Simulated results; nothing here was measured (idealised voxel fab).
The process module that follows is named voxel capacitor over wiring.
Cross-sectional view cut (width: 190 nm; square cell size: 5 nm).
We lay out every cross-section as a grid of square cells and spell it out in bands from the top down, where one band means one or more rows of cells. For a band, the entry starts with two heights in nm, that of the top and then that of the bottom, and carries on with the band's materials in order from left to right, each alongside its width in nm; the word "all across" beside a single material means it fills the band edge to edge, and "blank" means empty space. Height 0 is the level under which the wafer as received is all one material. The lowest band goes on downwards, as in "0 and below". Width spec "30->40" -> top row of cells at first value, bottom row at second value, equal per-row change in between. What does "all unchanged" mean for a step? It means no cell of the cross-section changed in that step. This entry, "Fully sealed cavities", enumerates those empty regions of no fewer than 8 cells that possess no open connection to the top. Each region is reported in the form width x height at distance, the distance being taken from the left edge, with all three quantities expressed in nm. That trailing text on a step's line, after the settings, is the simulator's own remark on the step. If you see "overlay nm" on a step's line and that step has a mask, it's telling you how far right of where it was planned the mask ended up; a negative number means it went left instead.
PROCESS STEPS (PLANNED)
- 1: RECEIVE,material Si
- 2: CONFORMAL_DEP,material SiO2,thk nm 10
- 3: CONFORMAL_DEP,material SiN,thk nm 5
- 4: DIRECTIONAL_DEP,material SiO2,thk nm 15
- 5: MASKED_ETCH,tone open,mask id METAL_1,width nm 30,pitch nm 80,etch materials SiO2,depth nm 15,overlay nm 0
- 6: MASKED_ETCH,tone open,mask id METAL_1,width nm 30,pitch nm 80,etch materials SiN,depth nm 5,overlay nm 0
- 7: CONFORMAL_DEP,material TiN,thk nm 5
- 8: FILL_DEP,material Ru,thk nm 10
- 9: CMP,height nm 30
- 10: EPI,material Ru,thk nm 5
- 11: FILL_DEP,material SiCN,thk nm 5
- 12: DIRECTIONAL_DEP,material SiO2,thk nm 10
- 13: PATTERN,tone open,mask id PLUG_1,material resist,width nm 15,thk nm 15,overlay nm 0
- 14: DIRECTIONAL_ETCH,etch materials SiO2,depth nm 10
- 15: DIRECTIONAL_ETCH,etch materials SiCN,depth nm 5
- 16: STRIP,etch materials resist
- 17: CONFORMAL_DEP,material TiN,thk nm 5
- 18: FILL_DEP,material Cu,thk nm 10
- 19: CMP,height nm 50
- 20: DIRECTIONAL_DEP,material TiN,thk nm 5
- 21: DIRECTIONAL_DEP,material HfO2,thk nm 5
- 22: DIRECTIONAL_DEP,material TiN,thk nm 5
- 23: DIRECTIONAL_DEP,material aC,thk nm 10
- 24: PATTERN,tone cover,mask id UPPER_PLATE,material resist,width nm 55,thk nm 25,overlay nm 0
- 25: DIRECTIONAL_ETCH,etch materials aC,depth nm 10
- 26: STRIP,etch materials resist
- 27: DIRECTIONAL_ETCH,etch materials TiN,depth nm 5
- 28: DIRECTIONAL_ETCH,etch materials HfO2,depth nm 5
- 29: STRIP,etch materials aC
- 30: PATTERN,tone cover,mask id LOWER_PLATE,material resist,width nm 65,thk nm 15,overlay nm 0
- 31: DIRECTIONAL_ETCH,etch materials TiN,depth nm 5
- 32: STRIP,etch materials resist
- 33: FILL_DEP,material SiO2,thk nm 20
- 34: CMP,height nm 80
- 35: MASKED_ETCH,tone open,mask id PLUG_2,width nm 15,etch materials SiO2,depth nm 15,overlay nm 0
- 36: CONFORMAL_DEP,material TiN,thk nm 5
- 37: FILL_DEP,material W,thk nm 5
- 38: CMP,height nm 80
- 39: CONFORMAL_DEP,material SiN,thk nm 5
SHOWN IN CROSS-SECTION IS THE WAFER AS RECEIVED, THAT IS, AS IT STANDS AFTER STEP 1
	0 and below | Si all across
	Fully sealed cavities: none
WAFER CROSS-SECTION AT END OF MODULE: START AND PLAN AS SHOWN ABOVE, ONE EXECUTION ERROR
	85 down to 80 | SiN all across
	80 down to 70 | 65 nm SiO2 | 5 nm TiN | 5 nm W | 5 nm TiN | 110 nm SiO2
	70 down to 60 | 65->55 nm SiO2 | 15->55 nm TiN | 110->80 nm SiO2
	60 down to 55 | 55 nm SiO2 | 55 nm HfO2 | 80 nm SiO2
	55 down to 50 | 50 nm SiO2 | 65 nm TiN | 75 nm SiO2
	50 down to 45 | 60 nm TiN | 5 nm Cu | 125 nm TiN
	45 down to 35 | 55 nm SiO2 | 5 nm TiN | 5 nm Cu | 5 nm TiN | 120 nm SiO2
	35 down to 30 | 55 nm SiCN | 15 nm TiN | 120 nm SiCN
	30 down to 25 | 35 nm SiCN | 40 nm Ru | 40 nm SiCN | 40 nm Ru | 35 nm SiCN
	25 down to 15 | 40 nm SiO2 | 5 nm TiN | 20 nm Ru | 5 nm TiN | 50 nm SiO2 | 5 nm TiN | 20 nm Ru | 5 nm TiN | 40 nm SiO2
	15 down to 10 | 40 nm SiN | 30 nm TiN | 50 nm SiN | 30 nm TiN | 40 nm SiN
	10 down to 0 | SiO2 all across
	0 and below | Si all across
	Fully sealed cavities: none
Which mistake was made when the wafer was run? off-plan run, step 9, actual operation and settings CMP,height nm 25
